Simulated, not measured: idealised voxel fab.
The following is a process module called voxel wiring stack.
Cross-sectional view cut (width: 205 nm; square cell size: 5 nm).
Square cells in a grid make up a cross-section in this document, and the grid is given as bands, listed from the top down, each one or more rows of cells. Per band: top height and bottom height in nm, followed by the left-to-right materials and their widths in nm; "edge to edge" marks a single material spanning edge to edge, "empty" marks empty space. Convention: height 0 is the level below which the wafer, as received, is all one material. The lowest band does not terminate at the bottom but continues downward, represented as "z 0 and below". Think of "30 to 40" as a width that walks from the first number to the second as you go down the band, top row to bottom row, taking equal-sized steps from row to row. Step marked "left unchanged"? Then no cell in the cross-section changed in it. Look at "Closed void list" for the closed voids: empty spaces with no open path to the top, sized 8 cells or up. Each is width x height at distance, distance from the left edge, all nm. The remark found on a step's line after its settings is issued by the simulator itself and pertains to that step. Among the settings permitted on a step's line is "overlay nm"; applied to a step with a mask, it specifies the extent to which the mask lay to the right of its planned position, whereas a negative figure signifies a position to the left.
Below is the list of planned process steps
1: RECEIVE: material Si
2: CONFORMAL_DEP: material SiO2, thk nm 10
3: DIRECTIONAL_DEP: material TiN, thk nm 5
4: DIRECTIONAL_DEP: material Ru, thk nm 15
5: DIRECTIONAL_DEP: material aC, thk nm 15
6: PATTERN: tone cover, mask id METAL_1, material resist, width nm 30, pitch nm 60, thk nm 35, overlay nm 0
7: DIRECTIONAL_ETCH: etch materials aC, depth nm 15
8: STRIP: etch materials resist
9: DIRECTIONAL_ETCH: etch materials Ru, depth nm 15
10: DIRECTIONAL_ETCH: etch materials TiN, depth nm 5
11: STRIP: etch materials aC
12: FILL_DEP: material lowk, thk nm 5
13: CMP: height nm 30
14: CONFORMAL_DEP: material SiCN, thk nm 5
15: DIRECTIONAL_DEP: material lowk, thk nm 25
16: PATTERN: tone open, mask id METAL_2, material resist, width nm 30, pitch nm 60, thk nm 20, overlay nm 0
17: DIRECTIONAL_ETCH: etch materials lowk, depth nm 15
18: STRIP: etch materials resist
19: PATTERN: tone open, mask id METAL_2_HOLES, material resist, width nm 15, pitch nm 60, thk nm 20, overlay nm 0
20: DIRECTIONAL_ETCH: etch materials lowk, depth nm 10
21: DIRECTIONAL_ETCH: etch materials SiCN, depth nm 5
22: STRIP: etch materials resist
23: CONFORMAL_DEP: material TiN, thk nm 5
24: FILL_DEP: material Ru, thk nm 5
25: CMP: height nm 60
26: CONFORMAL_DEP: material SiCN, thk nm 5
27: DIRECTIONAL_DEP: material SiO2, thk nm 10
28: PATTERN: tone open, mask id PLUG_2, material resist, width nm 15, pitch nm 60, thk nm 20, overlay nm 0
29: DIRECTIONAL_ETCH: etch materials SiO2, depth nm 10
30: DIRECTIONAL_ETCH: etch materials SiCN, depth nm 5
31: STRIP: etch materials resist
32: CONFORMAL_DEP: material TiN, thk nm 5
33: FILL_DEP: material W, thk nm 5
34: CMP: height nm 75
35: CONFORMAL_DEP: material SiN, thk nm 5
36: DIRECTIONAL_DEP: material lowk, thk nm 20
37: DIRECTIONAL_DEP: material aC, thk nm 15
38: PATTERN: tone open, mask id METAL_3, material resist, width nm 30, pitch nm 60, thk nm 30, overlay nm 0
39: DIRECTIONAL_ETCH: etch materials aC, depth nm 15
40: STRIP: etch materials resist
41: DIRECTIONAL_ETCH: etch materials lowk, depth nm 20
42: DIRECTIONAL_ETCH: etch materials SiN, depth nm 5
43: STRIP: etch materials aC
44: CONFORMAL_DEP: material TiN, thk nm 5
45: FILL_DEP: material Ru, thk nm 5
46: CMP: height nm 100
47: CONFORMAL_DEP: material SiN, thk nm 5
What follows covers the first of two wafers; it ran as planned
Wafer at receipt (post step 1), cross-section
> z 0 and below  Si edge to edge
> Closed void list: none
Cross-section: wafer state after step 2
> z 10 to 0  SiO2 edge to edge
> Beneath the level 0, the cross-section is identical to its previous state.
Cross-section: wafer state after step 3
> z 15 to 10  TiN edge to edge
> Beneath the level 10, the cross-section is identical to its previous state.
Cross-section: wafer state after step 4
> z 30 to 15  Ru edge to edge
> Beneath the level 15, the cross-section is identical to its previous state.
Cross-section: wafer state after step 5
> z 45 to 30  aC edge to edge
> Beneath the level 30, the cross-section is identical to its previous state.
Cross-section: wafer state after step 6
> z 80 to 45  empty: 55 | resist: 30 | empty: 30 | resist: 30 | empty: 60
> Beneath the level 45, the cross-section is identical to its previous state.
Cross-section: wafer state after step 7
> z 65 to 45  empty: 55 | resist: 30 | empty: 30 | resist: 30 | empty: 60
> z 45 to 30  empty: 55 | aC: 30 | empty: 30 | aC: 30 | empty: 60
> Beneath the level 30, the cross-section is identical to its previous state.
Cross-section: wafer state after step 8
> z 45 to 30  empty: 55 | aC: 30 | empty: 30 | aC: 30 | empty: 60
> Beneath the level 30, the cross-section is identical to its previous state.
Cross-section: wafer state after step 9
> z 45 to 30  empty: 55 | aC: 30 | empty: 30 | aC: 30 | empty: 60
> z 30 to 15  empty: 55 | Ru: 30 | empty: 30 | Ru: 30 | empty: 60
> Beneath the level 15, the cross-section is identical to its previous state.
Cross-section: wafer state after step 10
> z 45 to 30  empty: 55 | aC: 30 | empty: 30 | aC: 30 | empty: 60
> z 30 to 15  empty: 55 | Ru: 30 | empty: 30 | Ru: 30 | empty: 60
> z 15 to 10  empty: 55 | TiN: 30 | empty: 30 | TiN: 30 | empty: 60
> Beneath the level 10, the cross-section is identical to its previous state.
Cross-section: wafer state after step 11
> z 30 to 15  empty: 55 | Ru: 30 | empty: 30 | Ru: 30 | empty: 60
> Beneath the level 15, the cross-section is identical to its previous state.
Cross-section: wafer state after step 12
> z 35 to 30  lowk edge to edge
> z 30 to 15  lowk: 55 | Ru: 30 | lowk: 30 | Ru: 30 | lowk: 60
> z 15 to 10  lowk: 55 | TiN: 30 | lowk: 30 | TiN: 30 | lowk: 60
> Beneath the level 10, the cross-section is identical to its previous state.
Cross-section: wafer state after step 13
> z 30 to 15  lowk: 55 | Ru: 30 | lowk: 30 | Ru: 30 | lowk: 60
> Beneath the level 15, the cross-section is identical to its previous state.
Cross-section: wafer state after step 14
> z 35 to 30  SiCN edge to edge
> Beneath the level 30, the cross-section is identical to its previous state.
Cross-section: wafer state after step 15
> z 60 to 35  lowk edge to edge
> Beneath the level 35, the cross-section is identical to its previous state.
Cross-section: wafer state after step 16
> z 80 to 60  resist: 55 | empty: 30 | resist: 30 | empty: 30 | resist: 60
> Beneath the level 60, the cross-section is identical to its previous state.
Cross-section: wafer state after step 17
> z 80 to 60  resist: 55 | empty: 30 | resist: 30 | empty: 30 | resist: 60
> z 60 to 45  lowk: 55 | empty: 30 | lowk: 30 | empty: 30 | lowk: 60
> Beneath the level 45, the cross-section is identical to its previous state.
Cross-section: wafer state after step 18
> z 60 to 45  lowk: 55 | empty: 30 | lowk: 30 | empty: 30 | lowk: 60
> Beneath the level 45, the cross-section is identical to its previous state.
Cross-section: wafer state after step 19
> z 80 to 60  resist: 55 | empty: 15 | resist: 45 | empty: 15 | resist: 75
> z 60 to 45  lowk: 55 | empty: 15 | resist: 15 | lowk: 30 | empty: 15 | resist: 15 | lowk: 60
> Beneath the level 45, the cross-section is identical to its previous state.
Cross-section: wafer state after step 20
> z 80 to 60  resist: 55 | empty: 15 | resist: 45 | empty: 15 | resist: 75
> z 60 to 45  lowk: 55 | empty: 15 | resist: 15 | lowk: 30 | empty: 15 | resist: 15 | lowk: 60
> z 45 to 35  lowk: 55 | empty: 15 | lowk: 45 | empty: 15 | lowk: 75
> Beneath the level 35, the cross-section is identical to its previous state.
Cross-section: wafer state after step 21
> z 80 to 60  resist: 55 | empty: 15 | resist: 45 | empty: 15 | resist: 75
> z 60 to 45  lowk: 55 | empty: 15 | resist: 15 | lowk: 30 | empty: 15 | resist: 15 | lowk: 60
> z 45 to 35  lowk: 55 | empty: 15 | lowk: 45 | empty: 15 | lowk: 75
> z 35 to 30  SiCN: 55 | empty: 15 | SiCN: 45 | empty: 15 | SiCN: 75
> Beneath the level 30, the cross-section is identical to its previous state.
Cross-section: wafer state after step 22
> z 60 to 45  lowk: 55 | empty: 30 | lowk: 30 | empty: 30 | lowk: 60
> Beneath the level 45, the cross-section is identical to its previous state.
Cross-section: wafer state after step 23
> z 65 to 60  TiN: 60 | empty: 20 | TiN: 40 | empty: 20 | TiN: 65
> z 60 to 50  lowk: 55 | TiN: 5 | empty: 20 | TiN: 5 | lowk: 30 | TiN: 5 | empty: 20 | TiN: 5 | lowk: 60
> z 50 to 45  lowk: 55 | TiN: 5 | empty: 5 | TiN: 20 | lowk: 30 | TiN: 5 | empty: 5 | TiN: 20 | lowk: 60
> z 45 to 35  lowk: 55 | TiN: 5 | empty: 5 | TiN: 5 | lowk: 45 | TiN: 5 | empty: 5 | TiN: 5 | lowk: 75
> z 35 to 30  SiCN: 55 | TiN: 15 | SiCN: 45 | TiN: 15 | SiCN: 75
> Beneath the level 30, the cross-section is identical to its previous state.
Cross-section: wafer state after step 24
> z 70 to 65  Ru edge to edge
> z 65 to 60  TiN: 60 | Ru: 20 | TiN: 40 | Ru: 20 | TiN: 65
> z 60 to 50  lowk: 55 | TiN: 5 | Ru: 20 | TiN: 5 | lowk: 30 | TiN: 5 | Ru: 20 | TiN: 5 | lowk: 60
> z 50 to 45  lowk: 55 | TiN: 5 | Ru: 5 | TiN: 20 | lowk: 30 | TiN: 5 | Ru: 5 | TiN: 20 | lowk: 60
> z 45 to 35  lowk: 55 | TiN: 5 | Ru: 5 | TiN: 5 | lowk: 45 | TiN: 5 | Ru: 5 | TiN: 5 | lowk: 75
> Beneath the level 35, the cross-section is identical to its previous state.
Cross-section: wafer state after step 25
> z 60 to 50  lowk: 55 | TiN: 5 | Ru: 20 | TiN: 5 | lowk: 30 | TiN: 5 | Ru: 20 | TiN: 5 | lowk: 60
> Beneath the level 50, the cross-section is identical to its previous state.
Cross-section: wafer state after step 26
> z 65 to 60  SiCN edge to edge
> Beneath the level 60, the cross-section is identical to its previous state.
Cross-section: wafer state after step 27
> z 75 to 65  SiO2 edge to edge
> Beneath the level 65, the cross-section is identical to its previous state.
Cross-section: wafer state after step 28
> z 95 to 75  resist: 55 | empty: 15 | resist: 45 | empty: 15 | resist: 75
> Beneath the level 75, the cross-section is identical to its previous state.
Cross-section: wafer state after step 29
> z 95 to 75  resist: 55 | empty: 15 | resist: 45 | empty: 15 | resist: 75
> z 75 to 65  SiO2: 55 | empty: 15 | SiO2: 45 | empty: 15 | SiO2: 75
> Beneath the level 65, the cross-section is identical to its previous state.
Cross-section: wafer state after step 30
> z 95 to 75  resist: 55 | empty: 15 | resist: 45 | empty: 15 | resist: 75
> z 75 to 65  SiO2: 55 | empty: 15 | SiO2: 45 | empty: 15 | SiO2: 75
> z 65 to 60  SiCN: 55 | empty: 15 | SiCN: 45 | empty: 15 | SiCN: 75
> Beneath the level 60, the cross-section is identical to its previous state.
Cross-section: wafer state after step 31
> z 75 to 65  SiO2: 55 | empty: 15 | SiO2: 45 | empty: 15 | SiO2: 75
> Beneath the level 65, the cross-section is identical to its previous state.
Cross-section: wafer state after step 32
> z 80 to 75  TiN: 60 | empty: 5 | TiN: 55 | empty: 5 | TiN: 80
> z 75 to 65  SiO2: 55 | TiN: 5 | empty: 5 | TiN: 5 | SiO2: 45 | TiN: 5 | empty: 5 | TiN: 5 | SiO2: 75
> z 65 to 60  SiCN: 55 | TiN: 15 | SiCN: 45 | TiN: 15 | SiCN: 75
> Beneath the level 60, the cross-section is identical to its previous state.
Cross-section: wafer state after step 33
> z 85 to 80  W edge to edge
> z 80 to 75  TiN: 60 | W: 5 | TiN: 55 | W: 5 | TiN: 80
> z 75 to 65  SiO2: 55 | TiN: 5 | W: 5 | TiN: 5 | SiO2: 45 | TiN: 5 | W: 5 | TiN: 5 | SiO2: 75
> Beneath the level 65, the cross-section is identical to its previous state.
Cross-section: wafer state after step 34
> z 75 to 65  SiO2: 55 | TiN: 5 | W: 5 | TiN: 5 | SiO2: 45 | TiN: 5 | W: 5 | TiN: 5 | SiO2: 75
> Beneath the level 65, the cross-section is identical to its previous state.
Cross-section: wafer state after step 35
> z 80 to 75  SiN edge to edge
> Beneath the level 75, the cross-section is identical to its previous state.
Cross-section: wafer state after step 36
> z 100 to 80  lowk edge to edge
> Beneath the level 80, the cross-section is identical to its previous state.
Cross-section: wafer state after step 37
> z 115 to 100  aC edge to edge
> Beneath the level 100, the cross-section is identical to its previous state.
Cross-section: wafer state after step 38
> z 145 to 115  resist: 55 | empty: 30 | resist: 30 | empty: 30 | resist: 60
> Beneath the level 115, the cross-section is identical to its previous state.
Cross-section: wafer state after step 39
> z 130 to 115  resist: 55 | empty: 30 | resist: 30 | empty: 30 | resist: 60
> z 115 to 100  aC: 55 | empty: 30 | aC: 30 | empty: 30 | aC: 60
> Beneath the level 100, the cross-section is identical to its previous state.
Cross-section: wafer state after step 40
> z 115 to 100  aC: 55 | empty: 30 | aC: 30 | empty: 30 | aC: 60
> Beneath the level 100, the cross-section is identical to its previous state.
Cross-section: wafer state after step 41
> z 115 to 100  aC: 55 | empty: 30 | aC: 30 | empty: 30 | aC: 60
> z 100 to 80  lowk: 55 | empty: 30 | lowk: 30 | empty: 30 | lowk: 60
> Beneath the level 80, the cross-section is identical to its previous state.
Cross-section: wafer state after step 42
> z 115 to 100  aC: 55 | empty: 30 | aC: 30 | empty: 30 | aC: 60
> z 100 to 80  lowk: 55 | empty: 30 | lowk: 30 | empty: 30 | lowk: 60
> z 80 to 75  SiN: 55 | empty: 30 | SiN: 30 | empty: 30 | SiN: 60
> Beneath the level 75, the cross-section is identical to its previous state.
Cross-section: wafer state after step 43
> z 100 to 80  lowk: 55 | empty: 30 | lowk: 30 | empty: 30 | lowk: 60
> Beneath the level 80, the cross-section is identical to its previous state.
Cross-section: wafer state after step 44
> z 105 to 100  TiN: 60 | empty: 20 | TiN: 40 | empty: 20 | TiN: 65
> z 100 to 80  lowk: 55 | TiN: 5 | empty: 20 | TiN: 5 | lowk: 30 | TiN: 5 | empty: 20 | TiN: 5 | lowk: 60
> z 80 to 75  SiN: 55 | TiN: 30 | SiN: 30 | TiN: 30 | SiN: 60
> Beneath the level 75, the cross-section is identical to its previous state.
Cross-section: wafer state after step 45
> z 110 to 105  Ru edge to edge
> z 105 to 100  TiN: 60 | Ru: 20 | TiN: 40 | Ru: 20 | TiN: 65
> z 100 to 80  lowk: 55 | TiN: 5 | Ru: 20 | TiN: 5 | lowk: 30 | TiN: 5 | Ru: 20 | TiN: 5 | lowk: 60
> Beneath the level 80, the cross-section is identical to its previous state.
Cross-section: wafer state after step 46
> z 100 to 80  lowk: 55 | TiN: 5 | Ru: 20 | TiN: 5 | lowk: 30 | TiN: 5 | Ru: 20 | TiN: 5 | lowk: 60
> Beneath the level 80, the cross-section is identical to its previous state.
Cross-section: wafer state after step 47
> z 105 to 100  SiN edge to edge
> Beneath the level 100, the cross-section is identical to its previous state.
Okay, second wafer. Nothing different at the start, nothing different in the plan, just one mistake somewhere in the running. As far as step 2, counting that step, it's the first wafer all over again
Second wafer, section view, time point: scheduled end of step 3
> z 25 to 10  TiN edge to edge
> Beneath the level 10, the cross-section is identical to its previous state.
Second wafer, section view, time point: scheduled end of step 4
> z 40 to 25  Ru edge to edge
> Beneath the level 25, the cross-section is identical to its previous state.
Second wafer, section view, time point: scheduled end of step 5
> z 55 to 40  aC edge to edge
> Beneath the level 40, the cross-section is identical to its previous state.
Second wafer, section view, time point: scheduled end of step 6
> z 90 to 55  empty: 55 | resist: 30 | empty: 30 | resist: 30 | empty: 60
> Beneath the level 55, the cross-section is identical to its previous state.
Second wafer, section view, time point: scheduled end of step 7
> z 75 to 55  empty: 55 | resist: 30 | empty: 30 | resist: 30 | empty: 60
> z 55 to 40  empty: 55 | aC: 30 | empty: 30 | aC: 30 | empty: 60
> Beneath the level 40, the cross-section is identical to its previous state.
Second wafer, section view, time point: scheduled end of step 8
> z 55 to 40  empty: 55 | aC: 30 | empty: 30 | aC: 30 | empty: 60
> Beneath the level 40, the cross-section is identical to its previous state.
Second wafer, section view, time point: scheduled end of step 9
> z 55 to 40  empty: 55 | aC: 30 | empty: 30 | aC: 30 | empty: 60
> z 40 to 25  empty: 55 | Ru: 30 | empty: 30 | Ru: 30 | empty: 60
> Beneath the level 25, the cross-section is identical to its previous state.
Second wafer, section view, time point: scheduled end of step 10
> z 55 to 40  empty: 55 | aC: 30 | empty: 30 | aC: 30 | empty: 60
> z 40 to 25  empty: 55 | Ru: 30 | empty: 30 | Ru: 30 | empty: 60
> z 25 to 20  empty: 55 | TiN: 30 | empty: 30 | TiN: 30 | empty: 60
> Beneath the level 20, the cross-section is identical to its previous state.
Second wafer, section view, time point: scheduled end of step 11
> z 40 to 25  empty: 55 | Ru: 30 | empty: 30 | Ru: 30 | empty: 60
> Beneath the level 25, the cross-section is identical to its previous state.
Second wafer, section view, time point: scheduled end of step 12
> z 45 to 40  lowk edge to edge
> z 40 to 25  lowk: 55 | Ru: 30 | lowk: 30 | Ru: 30 | lowk: 60
> z 25 to 20  lowk: 55 | TiN: 30 | lowk: 30 | TiN: 30 | lowk: 60
> Beneath the level 20, the cross-section is identical to its previous state.
Second wafer, section view, time point: scheduled end of step 13
> z 30 to 25  lowk: 55 | Ru: 30 | lowk: 30 | Ru: 30 | lowk: 60
> Beneath the level 25, the cross-section is identical to its previous state.
Second wafer, section view, time point: scheduled end of step 14
> z 35 to 30  SiCN edge to edge
> Beneath the level 30, the cross-section is identical to its previous state.
Second wafer, section view, time point: scheduled end of step 15
> z 60 to 35  lowk edge to edge
> Beneath the level 35, the cross-section is identical to its previous state.
Second wafer, section view, time point: scheduled end of step 16
> z 80 to 60  resist: 55 | empty: 30 | resist: 30 | empty: 30 | resist: 60
> Beneath the level 60, the cross-section is identical to its previous state.
Second wafer, section view, time point: scheduled end of step 17
> z 80 to 60  resist: 55 | empty: 30 | resist: 30 | empty: 30 | resist: 60
> z 60 to 45  lowk: 55 | empty: 30 | lowk: 30 | empty: 30 | lowk: 60
> Beneath the level 45, the cross-section is identical to its previous state.
Second wafer, section view, time point: scheduled end of step 18
> z 60 to 45  lowk: 55 | empty: 30 | lowk: 30 | empty: 30 | lowk: 60
> Beneath the level 45, the cross-section is identical to its previous state.
Second wafer, section view, time point: scheduled end of step 19
> z 80 to 60  resist: 55 | empty: 15 | resist: 45 | empty: 15 | resist: 75
> z 60 to 45  lowk: 55 | empty: 15 | resist: 15 | lowk: 30 | empty: 15 | resist: 15 | lowk: 60
> Beneath the level 45, the cross-section is identical to its previous state.
Second wafer, section view, time point: scheduled end of step 20
> z 80 to 60  resist: 55 | empty: 15 | resist: 45 | empty: 15 | resist: 75
> z 60 to 45  lowk: 55 | empty: 15 | resist: 15 | lowk: 30 | empty: 15 | resist: 15 | lowk: 60
> z 45 to 35  lowk: 55 | empty: 15 | lowk: 45 | empty: 15 | lowk: 75
> Beneath the level 35, the cross-section is identical to its previous state.
Second wafer, section view, time point: scheduled end of step 21
> z 80 to 60  resist: 55 | empty: 15 | resist: 45 | empty: 15 | resist: 75
> z 60 to 45  lowk: 55 | empty: 15 | resist: 15 | lowk: 30 | empty: 15 | resist: 15 | lowk: 60
> z 45 to 35  lowk: 55 | empty: 15 | lowk: 45 | empty: 15 | lowk: 75
> z 35 to 30  SiCN: 55 | empty: 15 | SiCN: 45 | empty: 15 | SiCN: 75
> Beneath the level 30, the cross-section is identical to its previous state.
Second wafer, section view, time point: scheduled end of step 22
> z 60 to 45  lowk: 55 | empty: 30 | lowk: 30 | empty: 30 | lowk: 60
> Beneath the level 45, the cross-section is identical to its previous state.
Second wafer, section view, time point: scheduled end of step 23
> z 65 to 60  TiN: 60 | empty: 20 | TiN: 40 | empty: 20 | TiN: 65
> z 60 to 50  lowk: 55 | TiN: 5 | empty: 20 | TiN: 5 | lowk: 30 | TiN: 5 | empty: 20 | TiN: 5 | lowk: 60
> z 50 to 45  lowk: 55 | TiN: 5 | empty: 5 | TiN: 20 | lowk: 30 | TiN: 5 | empty: 5 | TiN: 20 | lowk: 60
> z 45 to 35  lowk: 55 | TiN: 5 | empty: 5 | TiN: 5 | lowk: 45 | TiN: 5 | empty: 5 | TiN: 5 | lowk: 75
> z 35 to 30  SiCN: 55 | TiN: 15 | SiCN: 45 | TiN: 15 | SiCN: 75
> Beneath the level 30, the cross-section is identical to its previous state.
Second wafer, section view, time point: scheduled end of step 24
> z 70 to 65  Ru edge to edge
> z 65 to 60  TiN: 60 | Ru: 20 | TiN: 40 | Ru: 20 | TiN: 65
> z 60 to 50  lowk: 55 | TiN: 5 | Ru: 20 | TiN: 5 | lowk: 30 | TiN: 5 | Ru: 20 | TiN: 5 | lowk: 60
> z 50 to 45  lowk: 55 | TiN: 5 | Ru: 5 | TiN: 20 | lowk: 30 | TiN: 5 | Ru: 5 | TiN: 20 | lowk: 60
> z 45 to 35  lowk: 55 | TiN: 5 | Ru: 5 | TiN: 5 | lowk: 45 | TiN: 5 | Ru: 5 | TiN: 5 | lowk: 75
> Beneath the level 35, the cross-section is identical to its previous state.
Second wafer, section view, time point: scheduled end of step 25
> z 60 to 50  lowk: 55 | TiN: 5 | Ru: 20 | TiN: 5 | lowk: 30 | TiN: 5 | Ru: 20 | TiN: 5 | lowk: 60
> Beneath the level 50, the cross-section is identical to its previous state.
Second wafer, section view, time point: scheduled end of step 26
> z 65 to 60  SiCN edge to edge
> Beneath the level 60, the cross-section is identical to its previous state.
Second wafer, section view, time point: scheduled end of step 27
> z 75 to 65  SiO2 edge to edge
> Beneath the level 65, the cross-section is identical to its previous state.
Second wafer, section view, time point: scheduled end of step 28
> z 95 to 75  resist: 55 | empty: 15 | resist: 45 | empty: 15 | resist: 75
> Beneath the level 75, the cross-section is identical to its previous state.
Second wafer, section view, time point: scheduled end of step 29
> z 95 to 75  resist: 55 | empty: 15 | resist: 45 | empty: 15 | resist: 75
> z 75 to 65  SiO2: 55 | empty: 15 | SiO2: 45 | empty: 15 | SiO2: 75
> Beneath the level 65, the cross-section is identical to its previous state.
Second wafer, section view, time point: scheduled end of step 30
> z 95 to 75  resist: 55 | empty: 15 | resist: 45 | empty: 15 | resist: 75
> z 75 to 65  SiO2: 55 | empty: 15 | SiO2: 45 | empty: 15 | SiO2: 75
> z 65 to 60  SiCN: 55 | empty: 15 | SiCN: 45 | empty: 15 | SiCN: 75
> Beneath the level 60, the cross-section is identical to its previous state.
Second wafer, section view, time point: scheduled end of step 31
> z 75 to 65  SiO2: 55 | empty: 15 | SiO2: 45 | empty: 15 | SiO2: 75
> Beneath the level 65, the cross-section is identical to its previous state.
Second wafer, section view, time point: scheduled end of step 32
> z 80 to 75  TiN: 60 | empty: 5 | TiN: 55 | empty: 5 | TiN: 80
> z 75 to 65  SiO2: 55 | TiN: 5 | empty: 5 | TiN: 5 | SiO2: 45 | TiN: 5 | empty: 5 | TiN: 5 | SiO2: 75
> z 65 to 60  SiCN: 55 | TiN: 15 | SiCN: 45 | TiN: 15 | SiCN: 75
> Beneath the level 60, the cross-section is identical to its previous state.
Second wafer, section view, time point: scheduled end of step 33
> z 85 to 80  W edge to edge
> z 80 to 75  TiN: 60 | W: 5 | TiN: 55 | W: 5 | TiN: 80
> z 75 to 65  SiO2: 55 | TiN: 5 | W: 5 | TiN: 5 | SiO2: 45 | TiN: 5 | W: 5 | TiN: 5 | SiO2: 75
> Beneath the level 65, the cross-section is identical to its previous state.
Second wafer, section view, time point: scheduled end of step 34
> z 75 to 65  SiO2: 55 | TiN: 5 | W: 5 | TiN: 5 | SiO2: 45 | TiN: 5 | W: 5 | TiN: 5 | SiO2: 75
> Beneath the level 65, the cross-section is identical to its previous state.
Second wafer, section view, time point: scheduled end of step 35
> z 80 to 75  SiN edge to edge
> Beneath the level 75, the cross-section is identical to its previous state.
Second wafer, section view, time point: scheduled end of step 36
> z 100 to 80  lowk edge to edge
> Beneath the level 80, the cross-section is identical to its previous state.
Second wafer, section view, time point: scheduled end of step 37
> z 115 to 100  aC edge to edge
> Beneath the level 100, the cross-section is identical to its previous state.
Second wafer, section view, time point: scheduled end of step 38
> z 145 to 115  resist: 55 | empty: 30 | resist: 30 | empty: 30 | resist: 60
> Beneath the level 115, the cross-section is identical to its previous state.
Second wafer, section view, time point: scheduled end of step 39
> z 130 to 115  resist: 55 | empty: 30 | resist: 30 | empty: 30 | resist: 60
> z 115 to 100  aC: 55 | empty: 30 | aC: 30 | empty: 30 | aC: 60
> Beneath the level 100, the cross-section is identical to its previous state.
Second wafer, section view, time point: scheduled end of step 40
> z 115 to 100  aC: 55 | empty: 30 | aC: 30 | empty: 30 | aC: 60
> Beneath the level 100, the cross-section is identical to its previous state.
Second wafer, section view, time point: scheduled end of step 41
> z 115 to 100  aC: 55 | empty: 30 | aC: 30 | empty: 30 | aC: 60
> z 100 to 80  lowk: 55 | empty: 30 | lowk: 30 | empty: 30 | lowk: 60
> Beneath the level 80, the cross-section is identical to its previous state.
Second wafer, section view, time point: scheduled end of step 42
> z 115 to 100  aC: 55 | empty: 30 | aC: 30 | empty: 30 | aC: 60
> z 100 to 80  lowk: 55 | empty: 30 | lowk: 30 | empty: 30 | lowk: 60
> z 80 to 75  SiN: 55 | empty: 30 | SiN: 30 | empty: 30 | SiN: 60
> Beneath the level 75, the cross-section is identical to its previous state.
Second wafer, section view, time point: scheduled end of step 43
> z 100 to 80  lowk: 55 | empty: 30 | lowk: 30 | empty: 30 | lowk: 60
> Beneath the level 80, the cross-section is identical to its previous state.
Second wafer, section view, time point: scheduled end of step 44
> z 105 to 100  TiN: 60 | empty: 20 | TiN: 40 | empty: 20 | TiN: 65
> z 100 to 80  lowk: 55 | TiN: 5 | empty: 20 | TiN: 5 | lowk: 30 | TiN: 5 | empty: 20 | TiN: 5 | lowk: 60
> z 80 to 75  SiN: 55 | TiN: 30 | SiN: 30 | TiN: 30 | SiN: 60
> Beneath the level 75, the cross-section is identical to its previous state.
Second wafer, section view, time point: scheduled end of step 45
> z 110 to 105  Ru edge to edge
> z 105 to 100  TiN: 60 | Ru: 20 | TiN: 40 | Ru: 20 | TiN: 65
> z 100 to 80  lowk: 55 | TiN: 5 | Ru: 20 | TiN: 5 | lowk: 30 | TiN: 5 | Ru: 20 | TiN: 5 | lowk: 60
> Beneath the level 80, the cross-section is identical to its previous state.
Second wafer, section view, time point: scheduled end of step 46
> z 100 to 80  lowk: 55 | TiN: 5 | Ru: 20 | TiN: 5 | lowk: 30 | TiN: 5 | Ru: 20 | TiN: 5 | lowk: 60
> Beneath the level 80, the cross-section is identical to its previous state.
Second wafer, section view, time point: scheduled end of step 47
> z 105 to 100  SiN edge to edge
> Beneath the level 100, the cross-section is identical to its previous state.
Plan not followed: step 3 did not use the planned setting and instead ran as DIRECTIONAL_DEP: material TiN, thk nm 15
At the finish, the second wafer shows more or fewer cells for some materials than the first does: Ru -24 | TiN +82 | lowk -58
